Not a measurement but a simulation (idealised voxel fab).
process module | voxel wiring stack
cross-section cut | 280 nm wide | cells 5 nm
A cross-section is a grid of square cells, given in bands from the top down. A band is one or more rows of cells.
Each band's line starts with the height of the band's top and of its bottom, in nm. Then come its materials from left to right, each with its width in nm. One material with "throughout" fills the band from edge to edge. "air" is empty space.
Height 0 is the level under which the wafer as received is all one material. The lowest band goes on downwards, as in "0 down".
A width such as "30 to 40" changes by the same amount from each row of cells to the next, from the band's top row to its bottom row.
"no change" after a step means that no cell of the cross-section changed.
closed voids: empty space of 8 cells or more with no open way to the top, each as width x height at its distance from the left edge, in nm
after a step's settings: what the simulator itself notes on the step
overlay nm, on a step with a mask: how far to the right of its planned place the mask lay; to the left if negative
plan
1 op RECEIVE | material Si
2 op CONFORMAL_DEP | material SiO2 | thk nm 10
3 op DIRECTIONAL_DEP | material TiN | thk nm 5
4 op DIRECTIONAL_DEP | material W | thk nm 15
5 op MASKED_ETCH | tone cover | mask id METAL_1 | width nm 25 | pitch nm 40 | etch materials W | depth nm 15 | overlay nm 0
6 op MASKED_ETCH | tone cover | mask id METAL_1 | width nm 25 | pitch nm 40 | etch materials TiN | depth nm 5 | overlay nm 0
7 op CONFORMAL_DEP | material SiCN | thk nm 5
8 op FILL_DEP | material SiO2 | thk nm 5
9 op CMP | height nm 30
10 op CONFORMAL_DEP | material SiCN | thk nm 5
11 op DIRECTIONAL_DEP | material SiO2 | thk nm 20
12 op DIRECTIONAL_DEP | material aC | thk nm 15
13 op PATTERN | tone open | mask id PLUG_1 | material resist | width nm 15 | pitch nm 40 | thk nm 35 | overlay nm 0
14 op DIRECTIONAL_ETCH | etch materials aC | depth nm 15
15 op STRIP | etch materials resist
16 op DIRECTIONAL_ETCH | etch materials SiO2 | depth nm 20
17 op DIRECTIONAL_ETCH | etch materials SiCN | depth nm 5
18 op STRIP | etch materials aC
19 op CONFORMAL_DEP | material TiN | thk nm 5
20 op FILL_DEP | material Cu | thk nm 5
21 op CMP | height nm 55
22 op DIRECTIONAL_DEP | material TiN | thk nm 5
23 op DIRECTIONAL_DEP | material W | thk nm 15
24 op DIRECTIONAL_DEP | material aC | thk nm 15
25 op PATTERN | tone cover | mask id METAL_2 | material resist | width nm 25 | pitch nm 40 | thk nm 35 | overlay nm 0
26 op DIRECTIONAL_ETCH | etch materials aC | depth nm 15
27 op STRIP | etch materials resist
28 op DIRECTIONAL_ETCH | etch materials W | depth nm 15
29 op DIRECTIONAL_ETCH | etch materials TiN | depth nm 5
30 op STRIP | etch materials aC
31 op CONFORMAL_DEP | material SiN | thk nm 5
32 op FILL_DEP | material SiO2 | thk nm 5
33 op CMP | height nm 75
34 op CONFORMAL_DEP | material SiCN | thk nm 5
35 op DIRECTIONAL_DEP | material lowk | thk nm 30
36 op MASKED_ETCH | tone open | mask id METAL_3 | width nm 25 | pitch nm 40 | etch materials lowk | depth nm 20 | overlay nm 0
37 op DIRECTIONAL_DEP | material aC | thk nm 15
38 op PATTERN | tone open | mask id METAL_3_HOLES | material resist | width nm 15 | pitch nm 40 | thk nm 35 | overlay nm 0
39 op DIRECTIONAL_ETCH | etch materials aC | depth nm 15
40 op STRIP | etch materials resist
41 op DIRECTIONAL_ETCH | etch materials lowk | depth nm 10
42 op DIRECTIONAL_ETCH | etch materials SiCN | depth nm 5
43 op STRIP | etch materials aC
44 op CONFORMAL_DEP | material TiN | thk nm 5
45 op FILL_DEP | material Cu | thk nm 10
46 op CMP | height nm 110
47 op CONFORMAL_DEP | material SiCN | thk nm 5
48 op DIRECTIONAL_DEP | material SiO2 | thk nm 15
49 op DIRECTIONAL_DEP | material aC | thk nm 15
50 op PATTERN | tone open | mask id PLUG_3 | material resist | width nm 15 | thk nm 30 | overlay nm 0
51 op DIRECTIONAL_ETCH | etch materials aC | depth nm 15
52 op STRIP | etch materials resist
53 op DIRECTIONAL_ETCH | etch materials SiO2 | depth nm 15
54 op DIRECTIONAL_ETCH | etch materials SiCN | depth nm 5
55 op STRIP | etch materials aC
56 op CONFORMAL_DEP | material TiN | thk nm 5
57 op FILL_DEP | material Ru | thk nm 5
58 op CMP | height nm 130
59 op DIRECTIONAL_DEP | material TiN | thk nm 5
60 op DIRECTIONAL_DEP | material Ru | thk nm 25
61 op DIRECTIONAL_DEP | material aC | thk nm 10
62 op PATTERN | tone cover | mask id METAL_4 | material resist | width nm 25 | pitch nm 40 | thk nm 25 | overlay nm 0
63 op DIRECTIONAL_ETCH | etch materials aC | depth nm 10
64 op STRIP | etch materials resist
65 op DIRECTIONAL_ETCH | etch materials Ru | depth nm 25
66 op DIRECTIONAL_ETCH | etch materials TiN | depth nm 5
67 op STRIP | etch materials aC
68 op CONFORMAL_DEP | material SiN | thk nm 5
69 op FILL_DEP | material lowk | thk nm 10
70 op CMP | height nm 160
71 op CONFORMAL_DEP | material SiCN | thk nm 5
as received, after step 1
  0 down: Si throughout
  closed voids: none
first wafer at the end, as planned
  165 to 160: SiCN throughout
  160 to 135: lowk 100 | SiN 5 | Ru 25 | SiN 5 | lowk 5 | SiN 5 | Ru 25 | SiN 5 | lowk 105
  135 to 130: SiN 105 | TiN 25 | SiN 15 | TiN 25 | SiN 110
  130 to 115: SiO2 105 | TiN 5 | Ru 5 | TiN 5 | SiO2 160
  115 to 110: SiCN 105 | TiN 15 | SiCN 160
  110 to 95: lowk 105 | TiN 5 | Cu 15 | TiN 5 | lowk 15 | TiN 5 | Cu 15 | TiN 5 | lowk 110
  95 to 90: lowk 105 | TiN 5 | Cu 5 | TiN 15 | lowk 15 | TiN 5 | Cu 5 | TiN 15 | lowk 110
  90 to 80: lowk 105 | TiN 5 | Cu 5 | TiN 5 | lowk 25 | TiN 5 | Cu 5 | TiN 5 | lowk 120
  80 to 75: SiCN 105 | TiN 15 | SiCN 25 | TiN 15 | SiCN 120
  75 to 60: SiO2 100 | SiN 5 | W 25 | SiN 5 | SiO2 5 | SiN 5 | W 25 | SiN 5 | SiO2 105
  60 to 55: SiN 105 | TiN 25 | SiN 15 | TiN 25 | SiN 110
  55 to 35: SiO2 105 | TiN 5 | Cu 5 | TiN 5 | SiO2 25 | TiN 5 | Cu 5 | TiN 5 | SiO2 120
  35 to 30: SiCN 105 | TiN 15 | SiCN 25 | TiN 15 | SiCN 120
  30 to 15: SiO2 100 | SiCN 5 | W 25 | SiCN 5 | SiO2 5 | SiCN 5 | W 25 | SiCN 5 | SiO2 105
  15 to 10: SiCN 105 | TiN 25 | SiCN 15 | TiN 25 | SiCN 110
  10 to 0: SiO2 throughout
  0 down: Si throughout
  closed voids: none
second wafer at the end: like start, like plan, one mistake
  165 to 160: SiCN throughout
  160 to 135: lowk 100 | SiN 5 | Ru 25 | SiN 5 | lowk 5 | SiN 5 | Ru 25 | SiN 5 | lowk 105
  135 to 130: SiN 105 | TiN 25 | SiN 15 | TiN 25 | SiN 110
  130 to 125: SiCN 105 | TiN 15 | SiCN 160
  125 to 115: Cu throughout
  115 to 110: TiN 110 | Cu 15 | TiN 25 | Cu 15 | TiN 115
  110 to 95: lowk 105 | TiN 5 | Cu 15 | TiN 5 | lowk 15 | TiN 5 | Cu 15 | TiN 5 | lowk 110
  95 to 90: lowk 105 | TiN 5 | Cu 5 | TiN 15 | lowk 15 | TiN 5 | Cu 5 | TiN 15 | lowk 110
  90 to 80: lowk 105 | TiN 5 | Cu 5 | TiN 5 | lowk 25 | TiN 5 | Cu 5 | TiN 5 | lowk 120
  80 to 75: SiCN 105 | TiN 15 | SiCN 25 | TiN 15 | SiCN 120
  75 to 60: SiO2 100 | SiN 5 | W 25 | SiN 5 | SiO2 5 | SiN 5 | W 25 | SiN 5 | SiO2 105
  60 to 55: SiN 105 | TiN 25 | SiN 15 | TiN 25 | SiN 110
  55 to 35: SiO2 105 | TiN 5 | Cu 5 | TiN 5 | SiO2 25 | TiN 5 | Cu 5 | TiN 5 | SiO2 120
  35 to 30: SiCN 105 | TiN 15 | SiCN 25 | TiN 15 | SiCN 120
  30 to 15: SiO2 100 | SiCN 5 | W 25 | SiCN 5 | SiO2 5 | SiCN 5 | W 25 | SiCN 5 | SiO2 105
  15 to 10: SiCN 105 | TiN 25 | SiCN 15 | TiN 25 | SiCN 110
  10 to 0: SiO2 throughout
  0 down: Si throughout
  closed voids: none
what went wrong: step 46 was left out
at the end the second wafer has, in cells: 118 more of Cu | 3 fewer of Ru | 159 fewer of SiO2 | 44 more of TiN
